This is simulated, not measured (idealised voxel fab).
Proc. module: voxel capacitor over wiring
Each square cell in cross-section cut measures 5 nm, and the section as a whole is 265 nm wide.
Just so we're on the same page, the cross-sections are grids of square cells, and they're listed out in bands top to bottom, each band one or more rows deep. Band entry format. Leading values: height of top, height of bottom, nm. Remainder: materials in left-to-right order, each with its width in nm. Special words: "edge to edge" on a single material, which then fills the band edge to edge; "empty", empty space. Height 0 is the level under which the wafer as received is all one material. The lowest band goes on downwards, as in "0 and below". A two-number width, for instance "30->40", indicates that the width is equal to the first number in the top row of the band and to the second number in the bottom row, and that it changes by a constant amount per row of cells. When a step is marked "nothing got changed", none of the cells in the cross-section changed during that step. Enclosed voids (no open way to top), threshold 8 cells or more, entry "Sealed internal cavities", notation width x height at distance, distance from left edge, nm. Step line, after settings: the simulator's comment on this step. overlay nm: right-of-plan distance of the mask on a masked step; negative values mean left-of-plan.

LIST OF PLANNED PROCESS STEPS
1) RECEIVE, material Si
2) CONFORMAL_DEP, material SiO2, thk nm 10
3) CONFORMAL_DEP, material SiN, thk nm 5
4) DIRECTIONAL_DEP, material lowk, thk nm 15
5) DIRECTIONAL_DEP, material aC, thk nm 10
6) PATTERN, tone open, mask id METAL_1, material resist, width nm 30, pitch nm 100, thk nm 25, overlay nm 0
7) DIRECTIONAL_ETCH, etch materials aC, depth nm 10
8) STRIP, etch materials resist
9) DIRECTIONAL_ETCH, etch materials lowk, depth nm 15
10) DIRECTIONAL_ETCH, etch materials SiN, depth nm 5
11) STRIP, etch materials aC
12) CONFORMAL_DEP, material TiN, thk nm 5
13) FILL_DEP, material Cu, thk nm 10
14) CMP, height nm 30
15) EPI, material Ru, thk nm 5
16) FILL_DEP, material SiCN, thk nm 5
17) DIRECTIONAL_DEP, material lowk, thk nm 20
18) MASKED_ETCH, tone open, mask id PLUG_1, width nm 15, etch materials lowk, depth nm 20, overlay nm 0
19) MASKED_ETCH, tone open, mask id PLUG_1, width nm 15, etch materials SiCN, depth nm 5, overlay nm 0
20) EPI, material Ru, thk nm 10
21) EPI, material Ru, thk nm 10
22) EPI, material Ru, thk nm 5
23) DIRECTIONAL_DEP, material TiN, thk nm 10
24) DIRECTIONAL_DEP, material Al2O3, thk nm 5
25) DIRECTIONAL_DEP, material TiN, thk nm 5
26) PATTERN, tone cover, mask id UPPER_PLATE, material resist, width nm 75, thk nm 15, overlay nm 0
27) DIRECTIONAL_ETCH, etch materials TiN, depth nm 5
28) DIRECTIONAL_ETCH, etch materials Al2O3, depth nm 5
29) STRIP, etch materials resist
30) MASKED_ETCH, tone cover, mask id LOWER_PLATE, width nm 85, etch materials TiN, depth nm 10, overlay nm 0
31) FILL_DEP, material SiO2, thk nm 15
32) CMP, height nm 90
33) DIRECTIONAL_DEP, material aC, thk nm 15
34) PATTERN, tone open, mask id PLUG_2, material resist, width nm 15, thk nm 35, overlay nm 0
35) DIRECTIONAL_ETCH, etch materials aC, depth nm 15
36) STRIP, etch materials resist
37) DIRECTIONAL_ETCH, etch materials SiO2, depth nm 10
38) STRIP, etch materials aC
39) CONFORMAL_DEP, material TiN, thk nm 5
40) FILL_DEP, material Ru, thk nm 10
41) CMP, height nm 90
42) CONFORMAL_DEP, material SiCN, thk nm 5

RECEIVED-STATE CROSS-SECTION, REFLECTING COMPLETION OF STEP 1
* 0 and below | Si edge to edge
* Sealed internal cavities: none

WAFER AT MODULE END, IN SECTION. BEGAN AS ABOVE, PLANNED AS ABOVE, RUN WITH ONE MISTAKE
* 95 down to 90 | SiCN edge to edge
* 90 down to 85 | SiO2=90 / TiN=5 / Ru=5 / TiN=5 / SiO2=160
* 85 down to 75 | SiO2=90->80 / TiN=15->75 / SiO2=160->110
* 75 down to 70 | SiO2=80 / Al2O3=75 / SiO2=110
* 70 down to 60 | SiO2=75 / TiN=85 / SiO2=105
* 60 down to 40 | lowk=80 / Ru=15 / lowk=170
* 40 down to 35 | SiCN=80 / Ru=15 / SiCN=170
* 35 down to 30 | Ru edge to edge
* 30 down to 25 | TiN=70 / Cu=20 / TiN=80 / Cu=20 / TiN=75
* 25 down to 15 | lowk=65 / TiN=5 / Cu=20 / TiN=5 / lowk=70 / TiN=5 / Cu=20 / TiN=5 / lowk=70
* 15 down to 10 | lowk=65 / TiN=30 / lowk=70 / TiN=30 / lowk=70
* 10 down to 0 | SiO2 edge to edge
* 0 and below | Si edge to edge
* Sealed internal cavities: none
Run error: step 3 of the plan did not run at all; it was left out
